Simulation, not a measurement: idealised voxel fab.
Proc. module: voxel wiring stack
FYI the section here is cut, 145 nm wide, cells are 5 nm squares.
In this document a cross-section is written as a grid of square cells. It is given as a series of bands, listed from the top down, and a band is one or more rows of cells. Quick guide to a band line: top height, bottom height (nm) up front; then every material left to right with its width in nm. Only one material and it's marked "throughout"? Then it fills the band edge to edge. And "empty" just means empty space. Heads up on the height convention: 0 is the point under which the incoming wafer is all one material, and the lowest band has no bottom, it just keeps going down, like "0 -> down". Per-row width for "30->40": begins at first number (top row of band), ends at second number (bottom row), increment between rows held constant. Step note "nothing different" = no cross-section cell changed. So "Closed cavities" is basically the list of trapped voids: any empty space of 8 cells or more that can't reach the top through an opening. They're written width x height at distance, the distance being from the left edge, and it's all nm. Step line, after settings: the simulator's comment on this step. overlay nm: mask offset rightward from planned place, masked step; negative means leftward offset.

-- Here's what the planned process steps look like
| 1 | RECEIVE with material Si |
| 2 | CONFORMAL_DEP with material SiO2, thk nm 10 |
| 3 | DIRECTIONAL_DEP with material TiN, thk nm 5 |
| 4 | DIRECTIONAL_DEP with material W, thk nm 15 |
| 5 | DIRECTIONAL_DEP with material aC, thk nm 15 |
| 6 | PATTERN with tone cover, mask id METAL_1, material resist, width nm 25, pitch nm 55, thk nm 30, overlay nm 0 |
| 7 | DIRECTIONAL_ETCH with etch materials aC, depth nm 15 |
| 8 | STRIP with etch materials resist |
| 9 | DIRECTIONAL_ETCH with etch materials W, depth nm 15 |
| 10 | DIRECTIONAL_ETCH with etch materials TiN, depth nm 5 |
| 11 | STRIP with etch materials aC |
| 12 | CONFORMAL_DEP with material SiCN, thk nm 5 |
| 13 | FILL_DEP with material SiO2, thk nm 5 |
| 14 | CMP with height nm 30 |
| 15 | CONFORMAL_DEP with material SiCN, thk nm 5 |
| 16 | DIRECTIONAL_DEP with material SiO2, thk nm 35 |
| 17 | MASKED_ETCH with tone open, mask id METAL_2_HOLES, width nm 15, etch materials SiO2, depth nm 35, overlay nm 0 |
| 18 | PATTERN with tone open, mask id METAL_2, material resist, width nm 25, pitch nm 55, thk nm 20, overlay nm 0 |
| 19 | DIRECTIONAL_ETCH with etch materials SiO2, depth nm 20 |
| 20 | DIRECTIONAL_ETCH with etch materials SiCN, depth nm 5 |
| 21 | STRIP with etch materials resist |
| 22 | CONFORMAL_DEP with material TiN, thk nm 5 |
| 23 | FILL_DEP with material Ru, thk nm 10 |
| 24 | CMP with height nm 70 |
| 25 | CONFORMAL_DEP with material SiCN, thk nm 5 |
| 26 | DIRECTIONAL_DEP with material SiO2, thk nm 20 |
| 27 | DIRECTIONAL_DEP with material aC, thk nm 10 |
| 28 | PATTERN with tone open, mask id PLUG_2, material resist, width nm 15, thk nm 25, overlay nm 0 |
| 29 | DIRECTIONAL_ETCH with etch materials aC, depth nm 10 |
| 30 | STRIP with etch materials resist |
| 31 | DIRECTIONAL_ETCH with etch materials SiO2, depth nm 20 |
| 32 | DIRECTIONAL_ETCH with etch materials SiCN, depth nm 5 |
| 33 | STRIP with etch materials aC |
| 34 | EPI with material Ru, thk nm 10 |
| 35 | EPI with material Ru, thk nm 10 |
| 36 | EPI with material Ru, thk nm 5 |
| 37 | DIRECTIONAL_DEP with material TiN, thk nm 5 |
| 38 | DIRECTIONAL_DEP with material Ru, thk nm 15 |
| 39 | PATTERN with tone cover, mask id METAL_3, material resist, width nm 25, pitch nm 55, thk nm 15, overlay nm 0 |
| 40 | DIRECTIONAL_ETCH with etch materials Ru, depth nm 15 |
| 41 | DIRECTIONAL_ETCH with etch materials TiN, depth nm 5 |
| 42 | STRIP with etch materials resist |
| 43 | FILL_DEP with material SiO2, thk nm 10 |
| 44 | CMP with height nm 115 |
| 45 | CONFORMAL_DEP with material SiN, thk nm 5 |

-- Incoming wafer, cross-sectional view, post step 1
  0 -> down | Si throughout
  Closed cavities: none

-- Cross-sectional image of the first of two wafers at the end of the module, the run having proceeded as planned
  120 -> 115 | SiN throughout
  115 -> 100 | 30 of SiO2; 25 of Ru; 30 of SiO2; 25 of Ru; 35 of SiO2
  100 -> 95 | 30 of SiO2; 25 of TiN; 30 of SiO2; 25 of TiN; 35 of SiO2
  95 -> 75 | 30 of SiO2; 15 of Ru; 100 of SiO2
  75 -> 70 | 30 of SiCN; 15 of Ru; 100 of SiCN
  70 -> 55 | 30 of SiO2; 5 of TiN; 15 of Ru; 5 of TiN; 30 of SiO2; 5 of TiN; 15 of Ru; 5 of TiN; 35 of SiO2
  55 -> 50 | 30 of SiO2; 5 of TiN; 5 of Ru; 15 of TiN; 30 of SiO2; 25 of TiN; 35 of SiO2
  50 -> 35 | 30 of SiO2; 5 of TiN; 5 of Ru; 5 of TiN; 100 of SiO2
  35 -> 30 | 30 of SiCN; 15 of TiN; 100 of SiCN
  30 -> 15 | 25 of SiO2; 5 of SiCN; 25 of W; 5 of SiCN; 20 of SiO2; 5 of SiCN; 25 of W; 5 of SiCN; 30 of SiO2
  15 -> 10 | 30 of SiCN; 25 of TiN; 30 of SiCN; 25 of TiN; 35 of SiCN
  10 -> 0 | SiO2 throughout
  0 -> down | Si throughout
  Closed cavities: none

-- So this is wafer number two of the two, cut at the end of the module - it started where the first did and had the same plan, we just got one thing wrong running it
  120 -> 115 | SiN throughout
  115 -> 100 | 30 of Ru; 25 of SiO2; 30 of Ru; 25 of SiO2; 35 of Ru
  100 -> 95 | 30 of TiN; 25 of SiO2; 30 of TiN; 25 of SiO2; 35 of TiN
  95 -> 75 | 30 of SiO2; 15 of Ru; 100 of SiO2
  75 -> 70 | 30 of SiCN; 15 of Ru; 100 of SiCN
  70 -> 55 | 30 of SiO2; 5 of TiN; 15 of Ru; 5 of TiN; 30 of SiO2; 5 of TiN; 15 of Ru; 5 of TiN; 35 of SiO2
  55 -> 50 | 30 of SiO2; 5 of TiN; 5 of Ru; 15 of TiN; 30 of SiO2; 25 of TiN; 35 of SiO2
  50 -> 35 | 30 of SiO2; 5 of TiN; 5 of Ru; 5 of TiN; 100 of SiO2
  35 -> 30 | 30 of SiCN; 15 of TiN; 100 of SiCN
  30 -> 15 | 25 of SiO2; 5 of SiCN; 25 of W; 5 of SiCN; 20 of SiO2; 5 of SiCN; 25 of W; 5 of SiCN; 30 of SiO2
  15 -> 10 | 30 of SiCN; 25 of TiN; 30 of SiCN; 25 of TiN; 35 of SiCN
  10 -> 0 | SiO2 throughout
  0 -> down | Si throughout
  Closed cavities: none
Which mistake was made when the wafer was run? step 39 did not use the planned setting and instead ran as PATTERN with tone open, mask id METAL_3, material resist, width nm 25, pitch nm 55, thk nm 15, overlay nm 0
Count the cells at the end and the second wafer has more or fewer of some materials than the first: Ru +27 | SiO2 -36 | TiN +9
